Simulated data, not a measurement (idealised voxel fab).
The process module presented herein is designated voxel wiring stack.
Pictured: cross-section cut, 275 nm wide, on a grid of 5 nm square cells.
Throughout this document, each cross-section is represented as a grid of square cells and is presented as a sequence of bands enumerated from the top downward, where a band comprises one or more rows of cells. Top height, bottom height, nm. Materials left to right, width each, nm. Single material + "edge to edge" = fills band edge to edge. "empty" = empty. A quick word on heights: they are counted from 0, and under that level the wafer as it came to us is one material throughout. The lowest band is different from the rest in having no bottom; it simply continues downward, written as in "0..down". Width "30 to 40": first value at the band's top row of cells, second value at its bottom row, equal change from row to row. The designation "no modifications", where it is given for a processing step, indicates that no cell of the cross-section was altered in the course of that step. "Voids, enclosed" means: voids of 8 cells or more that are shut off from the top with no open way through. Written width x height at distance, distance from the left edge, in nm. Where a step's line continues beyond its settings, the continuation is a remark by the simulator itself on that step. overlay nm: mask offset rightward from planned place, masked step; negative means leftward offset.
Intended process steps:
1) RECEIVE,material Si
2) CONFORMAL_DEP,material SiO2,thk nm 15
3) DIRECTIONAL_DEP,material TiN,thk nm 5
4) DIRECTIONAL_DEP,material Ru,thk nm 25
5) DIRECTIONAL_DEP,material aC,thk nm 15
6) PATTERN,tone cover,mask id METAL_1,material resist,width nm 20,pitch nm 40,thk nm 30,overlay nm 0
7) DIRECTIONAL_ETCH,etch materials aC,depth nm 15
8) STRIP,etch materials resist
9) DIRECTIONAL_ETCH,etch materials Ru,depth nm 25
10) DIRECTIONAL_ETCH,etch materials TiN,depth nm 5
11) STRIP,etch materials aC
12) FILL_DEP,material SiO2,thk nm 5
13) CMP,height nm 45
14) CONFORMAL_DEP,material SiCN,thk nm 5
15) DIRECTIONAL_DEP,material lowk,thk nm 30
16) PATTERN,tone open,mask id METAL_2_HOLES,material resist,width nm 15,pitch nm 80,thk nm 15,overlay nm 0
17) DIRECTIONAL_ETCH,etch materials lowk,depth nm 30
18) STRIP,etch materials resist
19) PATTERN,tone open,mask id METAL_2,material resist,width nm 20,pitch nm 40,thk nm 15,overlay nm 0
20) DIRECTIONAL_ETCH,etch materials lowk,depth nm 20
21) DIRECTIONAL_ETCH,etch materials SiCN,depth nm 5
22) STRIP,etch materials resist
23) CONFORMAL_DEP,material TiN,thk nm 5
24) FILL_DEP,material Ru,thk nm 5
25) CMP,height nm 80
26) CONFORMAL_DEP,material SiCN,thk nm 5
27) DIRECTIONAL_DEP,material SiO2,thk nm 35
28) DIRECTIONAL_DEP,material aC,thk nm 10
29) PATTERN,tone open,mask id METAL_3,material resist,width nm 20,pitch nm 40,thk nm 30,overlay nm 0
30) DIRECTIONAL_ETCH,etch materials aC,depth nm 10
31) STRIP,etch materials resist
32) DIRECTIONAL_ETCH,etch materials SiO2,depth nm 20
33) STRIP,etch materials aC
34) MASKED_ETCH,tone open,mask id METAL_3_HOLES,width nm 15,pitch nm 80,etch materials SiO2,depth nm 15,overlay nm 0
35) MASKED_ETCH,tone open,mask id METAL_3_HOLES,width nm 15,pitch nm 80,etch materials SiCN,depth nm 5,overlay nm 0
36) CONFORMAL_DEP,material TiN,thk nm 5
37) FILL_DEP,material Cu,thk nm 10
38) CMP,height nm 120
39) CONFORMAL_DEP,material SiN,thk nm 5
Cross-section: wafer on arrival = after step 1:
* 0..down = Si edge to edge
* Voids, enclosed: none
Cross-section taken at module completion on the first of two wafers; processed per the plan:
* 125..120 = SiN edge to edge
* 120..105 = 65 of SiO2  5 of TiN  10 of Cu  5 of TiN  20 of SiO2  5 of TiN  10 of Cu  5 of TiN  20 of SiO2  5 of TiN  10 of Cu  5 of TiN  20 of SiO2  5 of TiN  10 of Cu  5 of TiN  70 of SiO2
* 105..100 = 65 of SiO2  5 of TiN  5 of Cu  10 of TiN  20 of SiO2  20 of TiN  20 of SiO2  5 of TiN  5 of Cu  10 of TiN  20 of SiO2  20 of TiN  70 of SiO2
* 100..85 = 65 of SiO2  5 of TiN  5 of Cu  5 of TiN  65 of SiO2  5 of TiN  5 of Cu  5 of TiN  115 of SiO2
* 85..80 = 65 of SiCN  15 of TiN  65 of SiCN  15 of TiN  115 of SiCN
* 80..65 = 65 of lowk  5 of TiN  10 of Ru  5 of TiN  20 of lowk  5 of TiN  10 of Ru  5 of TiN  20 of lowk  5 of TiN  10 of Ru  5 of TiN  20 of lowk  5 of TiN  10 of Ru  5 of TiN  70 of lowk
* 65..60 = 65 of lowk  5 of TiN  5 of Ru  10 of TiN  20 of lowk  20 of TiN  20 of lowk  5 of TiN  5 of Ru  10 of TiN  20 of lowk  20 of TiN  70 of lowk
* 60..50 = 65 of lowk  5 of TiN  5 of Ru  5 of TiN  65 of lowk  5 of TiN  5 of Ru  5 of TiN  115 of lowk
* 50..45 = 65 of SiCN  15 of TiN  65 of SiCN  15 of TiN  115 of SiCN
* 45..20 = 65 of SiO2  20 of Ru  20 of SiO2  20 of Ru  20 of SiO2  20 of Ru  20 of SiO2  20 of Ru  70 of SiO2
* 20..15 = 65 of SiO2  20 of TiN  20 of SiO2  20 of TiN  20 of SiO2  20 of TiN  20 of SiO2  20 of TiN  70 of SiO2
* 15..0 = SiO2 edge to edge
* 0..down = Si edge to edge
* Voids, enclosed: none
Cross-section at end of module for the second wafer of two, which matched the first in starting point and plan and differed by one mistake in its processing:
* 125..120 = SiN edge to edge
* 120..110 = 75 of Cu  5 of TiN  5 of SiO2  5 of TiN  10 of Cu  5 of TiN  20 of SiO2  5 of TiN  25 of Cu  5 of TiN  5 of SiO2  5 of TiN  10 of Cu  5 of TiN  20 of SiO2  5 of TiN  65 of Cu
* 110..105 = 60 of Cu  20 of TiN  5 of SiO2  5 of TiN  10 of Cu  5 of TiN  20 of SiO2  5 of TiN  10 of Cu  20 of TiN  5 of SiO2  5 of TiN  10 of Cu  5 of TiN  20 of SiO2  5 of TiN  65 of Cu
* 105..100 = 65 of TiN  20 of SiO2  20 of TiN  20 of SiO2  20 of TiN  20 of SiO2  20 of TiN  20 of SiO2  70 of TiN
* 100..85 = SiO2 edge to edge
* 85..80 = SiCN edge to edge
* 80..65 = 65 of lowk  5 of TiN  10 of Ru  5 of TiN  20 of lowk  5 of TiN  10 of Ru  5 of TiN  20 of lowk  5 of TiN  10 of Ru  5 of TiN  20 of lowk  5 of TiN  10 of Ru  5 of TiN  70 of lowk
* 65..60 = 65 of lowk  5 of TiN  5 of Ru  10 of TiN  20 of lowk  20 of TiN  20 of lowk  5 of TiN  5 of Ru  10 of TiN  20 of lowk  20 of TiN  70 of lowk
* 60..50 = 65 of lowk  5 of TiN  5 of Ru  5 of TiN  65 of lowk  5 of TiN  5 of Ru  5 of TiN  115 of lowk
* 50..45 = 65 of SiCN  15 of TiN  65 of SiCN  15 of TiN  115 of SiCN
* 45..20 = 65 of SiO2  20 of Ru  20 of SiO2  20 of Ru  20 of SiO2  20 of Ru  20 of SiO2  20 of Ru  70 of SiO2
* 20..15 = 65 of SiO2  20 of TiN  20 of SiO2  20 of TiN  20 of SiO2  20 of TiN  20 of SiO2  20 of TiN  70 of SiO2
* 15..0 = SiO2 edge to edge
* 0..down = Si edge to edge
* Voids, enclosed: none
Deviation noted in wafer processing: step 29 ran differently from the plan; actual operation with settings: PATTERN,tone cover,mask id METAL_3,material resist,width nm 20,pitch nm 40,thk nm 30,overlay nm 0
at the end the second wafer has, in cells: Cu: 73 more, SiCN: 6 more, SiO2: 92 fewer, TiN: 13 more
